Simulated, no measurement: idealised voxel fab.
Process module under the name voxel capacitor over wiring
We display cut, a cross-section 155 nm in width whose square cells are each 5 nm.
Cross-sections here: square-cell grids, written as top-down lists of bands, a band being one or more rows of cells.
What a band's entry tells you: where the top is and where the bottom is, as heights in nm, and after that what lies inside, material by material from left to right, each with its width in nm. Empty space is written as the word "blank", and a single material marked with the word "full width" occupies the band from edge to edge.
Zero point of the height axis is 0; under it, received wafer = one material. Lowest band: continues down indefinitely, "0 nm and below".
Per-row width for "30 to 40": begins at first number (top row of band), ends at second number (bottom row), increment between rows held constant.
The designation "nothing got changed", where it is given for a processing step, indicates that no cell of the cross-section was altered in the course of that step.
"Fully closed voids" specifies each empty space that is not open to the top and that occupies no fewer than 8 cells, using the form width x height at distance, the distance measured from the left edge and all three quantities in nm.
Read whatever lies past the settings on a step's line as the simulator's own remark about the step.
Each step line may optionally specify "overlay nm", which for a step with a mask gives the rightward distance between the mask's planned place and where it lay, a negative value indicating the leftward direction.
The planned process steps are enumerated hereunder
1 RECEIVE with material Si
2 CONFORMAL_DEP with material SiO2, thk nm 15
3 CONFORMAL_DEP with material SiCN, thk nm 5
4 DIRECTIONAL_DEP with material SiO2, thk nm 20
5 DIRECTIONAL_DEP with material aC, thk nm 10
6 PATTERN with tone open, mask id METAL_1, material resist, width nm 30, pitch nm 85, thk nm 30, overlay nm 0
7 DIRECTIONAL_ETCH with etch materials aC, depth nm 10
8 STRIP with etch materials resist
9 DIRECTIONAL_ETCH with etch materials SiO2, depth nm 20
10 DIRECTIONAL_ETCH with etch materials SiCN, depth nm 5
11 STRIP with etch materials aC
12 CONFORMAL_DEP with material TiN, thk nm 5
13 FILL_DEP with material Cu, thk nm 10
14 CMP with height nm 40
15 EPI with material Ru, thk nm 5
16 FILL_DEP with material SiCN, thk nm 5
17 DIRECTIONAL_DEP with material lowk, thk nm 20
18 DIRECTIONAL_DEP with material aC, thk nm 10
19 PATTERN with tone open, mask id PLUG_1, material resist, width nm 15, thk nm 30, overlay nm 0
20 DIRECTIONAL_ETCH with etch materials aC, depth nm 10
21 STRIP with etch materials resist
22 DIRECTIONAL_ETCH with etch materials lowk, depth nm 20
23 DIRECTIONAL_ETCH with etch materials SiCN, depth nm 5
24 STRIP with etch materials aC
25 EPI with material Ru, thk nm 10
26 EPI with material Ru, thk nm 10
27 EPI with material Ru, thk nm 5
28 DIRECTIONAL_DEP with material TiN, thk nm 5
29 DIRECTIONAL_DEP with material HfO2, thk nm 5
30 DIRECTIONAL_DEP with material TiN, thk nm 5
31 PATTERN with tone cover, mask id UPPER_PLATE, material resist, width nm 60, thk nm 15, overlay nm 0
32 DIRECTIONAL_ETCH with etch materials TiN, depth nm 5
33 DIRECTIONAL_ETCH with etch materials HfO2, depth nm 5
34 STRIP with etch materials resist
35 DIRECTIONAL_DEP with material aC, thk nm 15
36 PATTERN with tone cover, mask id LOWER_PLATE, material resist, width nm 70, thk nm 35, overlay nm 0
37 DIRECTIONAL_ETCH with etch materials aC, depth nm 15
38 STRIP with etch materials resist
39 DIRECTIONAL_ETCH with etch materials TiN, depth nm 5
40 STRIP with etch materials aC
41 FILL_DEP with material SiO2, thk nm 15
42 CMP with height nm 95
43 MASKED_ETCH with tone open, mask id PLUG_2, width nm 15, etch materials SiO2, depth nm 10, overlay nm 0
44 CONFORMAL_DEP with material TiN, thk nm 5
45 FILL_DEP with material W, thk nm 10
46 CMP with height nm 95
47 CONFORMAL_DEP with material SiCN, thk nm 5
Cross-section: wafer on arrival = after step 1
* 0 nm and below  Si full width
* Fully closed voids: none
Final wafer profile in cross-section after the module, from the same start and plan as above, with one mistake made during processing
* 100 nm to 95 nm  SiCN full width
* 95 nm to 90 nm  SiO2 45 nm, then TiN 5 nm, then W 5 nm, then TiN 5 nm, then SiO2 95 nm
* 90 nm to 80 nm  SiO2 45 to 35 nm, then TiN 15 to 60 nm, then SiO2 95 to 60 nm
* 80 nm to 75 nm  SiO2 35 nm, then HfO2 60 nm, then SiO2 60 nm
* 75 nm to 70 nm  SiO2 30 nm, then TiN 70 nm, then SiO2 55 nm
* 70 nm to 50 nm  lowk 35 nm, then Ru 15 nm, then lowk 105 nm
* 50 nm to 45 nm  SiCN 35 nm, then Ru 15 nm, then SiCN 105 nm
* 45 nm to 40 nm  SiCN 15 nm, then Ru 45 nm, then SiCN 40 nm, then Ru 45 nm, then SiCN 10 nm
* 40 nm to 20 nm  SiO2 20 nm, then TiN 5 nm, then Cu 25 nm, then TiN 5 nm, then SiO2 50 nm, then TiN 5 nm, then Cu 25 nm, then TiN 5 nm, then SiO2 15 nm
* 20 nm to 15 nm  SiCN 20 nm, then TiN 35 nm, then SiCN 50 nm, then TiN 35 nm, then SiCN 15 nm
* 15 nm to 0 nm  SiO2 full width
* 0 nm and below  Si full width
* Fully closed voids: none
What was the processing mistake? contrary to plan, step 6 was performed as PATTERN with tone open, mask id METAL_1, material resist, width nm 35, pitch nm 85, thk nm 30, overlay nm 0
